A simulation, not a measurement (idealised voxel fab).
process module | voxel transistor to metal
cross-section cut | 175 nm wide | cells 5 nm
A cross-section is a grid of square cells, given in bands from the top down. A band is one or more rows of cells.
Each band's line starts with the height of the band's top and of its bottom, in nm. Then come its materials from left to right, each with its width in nm. One material with "throughout" fills the band from edge to edge. "air" is empty space.
Height 0 is the level under which the wafer as received is all one material. The lowest band goes on downwards, as in "0 down".
A width such as "30 to 40" changes by the same amount from each row of cells to the next, from the band's top row to its bottom row.
"no change" after a step means that no cell of the cross-section changed.
closed voids: empty space of 8 cells or more with no open way to the top, each as width x height at its distance from the left edge, in nm
after a step's settings: what the simulator itself notes on the step
overlay nm, on a step with a mask: how far to the right of its planned place the mask lay; to the left if negative
plan
1 op RECEIVE | material Si
2 op OXIDIZE | depth nm 5
3 op CONFORMAL_DEP | material SiN | thk nm 15
4 op MASKED_ETCH | tone cover | mask id ACTIVE | width nm 125 | etch materials SiN | depth nm 15 | overlay nm 0
5 op MASKED_ETCH | tone cover | mask id ACTIVE | width nm 125 | etch materials SiO2 | depth nm 5 | overlay nm 0
6 op MASKED_ETCH | tone cover | mask id ACTIVE | width nm 125 | etch materials Si | depth nm 20 | overlay nm 0
7 op OXIDIZE | depth nm 5
8 op FILL_DEP | material SiO2 | thk nm 5
9 op CMP | height nm 15
10 op SELECTIVE_ETCH | etch materials SiO2 | depth nm 10
11 op STRIP | etch materials SiN
12 op SELECTIVE_ETCH | etch materials SiO2 | depth nm 5
13 op OXIDIZE | depth nm 5
14 op DIRECTIONAL_DEP | material polySi | thk nm 30
15 op DIRECTIONAL_DEP | material SiCN | thk nm 15
16 op MASKED_ETCH | tone cover | mask id GATE | width nm 25 | etch materials SiCN | depth nm 25 | overlay nm 0
17 op MASKED_ETCH | tone cover | mask id GATE | width nm 25 | etch materials polySi | depth nm 40 | overlay nm 0
18 op CONFORMAL_DEP | material SiN | thk nm 5
19 op DIRECTIONAL_ETCH | etch materials SiN | depth nm 5
20 op DIRECTIONAL_ETCH | etch materials SiO2 | depth nm 5
21 op DIRECTIONAL_ETCH | etch materials Si | depth nm 10
22 op EPI | material nSi | thk nm 15
23 op FILL_DEP | material SiO2 | thk nm 5
24 op CMP | height nm 25
25 op STRIP | etch materials polySi
26 op SELECTIVE_ETCH | etch materials SiO2 | depth nm 5
27 op CONFORMAL_DEP | material HfO2 | thk nm 5
28 op CONFORMAL_DEP | material TiN | thk nm 5
29 op FILL_DEP | material W | thk nm 5
30 op CMP | height nm 20
31 op DIRECTIONAL_DEP | material SiO2 | thk nm 15
32 op DIRECTIONAL_DEP | material aC | thk nm 10
33 op PATTERN | tone open | mask id CONTACT | material resist | width nm 20 | pitch nm 85 | thk nm 30 | overlay nm 0
34 op DIRECTIONAL_ETCH | etch materials aC | depth nm 5
35 op STRIP | etch materials resist
36 op DIRECTIONAL_ETCH | etch materials SiO2 | depth nm 40
37 op STRIP | etch materials aC
38 op CONFORMAL_DEP | material TiN | thk nm 5
39 op FILL_DEP | material W | thk nm 5
40 op CMP | height nm 35
41 op DIRECTIONAL_DEP | material TiN | thk nm 5
42 op DIRECTIONAL_DEP | material Ru | thk nm 15
43 op MASKED_ETCH | tone cover | mask id METAL_1 | width nm 20 | pitch nm 85 | etch materials Ru | depth nm 15 | overlay nm 0
44 op MASKED_ETCH | tone cover | mask id METAL_1 | width nm 20 | pitch nm 85 | etch materials TiN | depth nm 5 | overlay nm 0
45 op FILL_DEP | material SiO2 | thk nm 10
46 op CMP | height nm 55
47 op CONFORMAL_DEP | material SiCN | thk nm 5
48 op DIRECTIONAL_DEP | material SiO2 | thk nm 25
49 op MASKED_ETCH | tone open | mask id METAL_2_HOLES | width nm 15 | pitch nm 85 | etch materials SiO2 | depth nm 25 | overlay nm 0
50 op DIRECTIONAL_DEP | material aC | thk nm 15
51 op PATTERN | tone open | mask id METAL_2 | material resist | width nm 20 | pitch nm 85 | thk nm 35 | overlay nm 0
52 op DIRECTIONAL_ETCH | etch materials aC | depth nm 15
53 op STRIP | etch materials resist
54 op DIRECTIONAL_ETCH | etch materials SiO2 | depth nm 15
55 op DIRECTIONAL_ETCH | etch materials SiCN | depth nm 5
56 op STRIP | etch materials aC
57 op CONFORMAL_DEP | material TiN | thk nm 5
58 op FILL_DEP | material Ru | thk nm 5
59 op CMP | height nm 85
60 op CONFORMAL_DEP | material SiCN | thk nm 5
varied across the wafers: depth nm of step 34. The plan shows the first wafer's value. All wafers start alike
first wafer as received, after step 1
  0 down: Si throughout
  closed voids: none
each wafer at the end: cells of each material gained (+) or lost (-) since it was received, then its closed voids
depth nm 5 | +17 HfO2 | +38 Ru | -150 Si | +64 SiCN | +12 SiN | +536 SiO2 | +47 TiN | +4 W | +62 nSi | closed voids: none
depth nm 10 | +17 HfO2 | +38 Ru | -150 Si | +64 SiCN | +12 SiN | +472 SiO2 | +83 TiN | +32 W | +62 nSi | closed voids: none
depth nm 15 | +17 HfO2 | +38 Ru | -150 Si | +64 SiCN | +12 SiN | +472 SiO2 | +83 TiN | +32 W | +62 nSi | closed voids: none
depth nm 20 | +17 HfO2 | +38 Ru | -150 Si | +64 SiCN | +12 SiN | +472 SiO2 | +83 TiN | +32 W | +62 nSi | closed voids: none
depth nm 25 | +17 HfO2 | +38 Ru | -150 Si | +64 SiCN | +12 SiN | +472 SiO2 | +83 TiN | +32 W | +62 nSi | closed voids: none
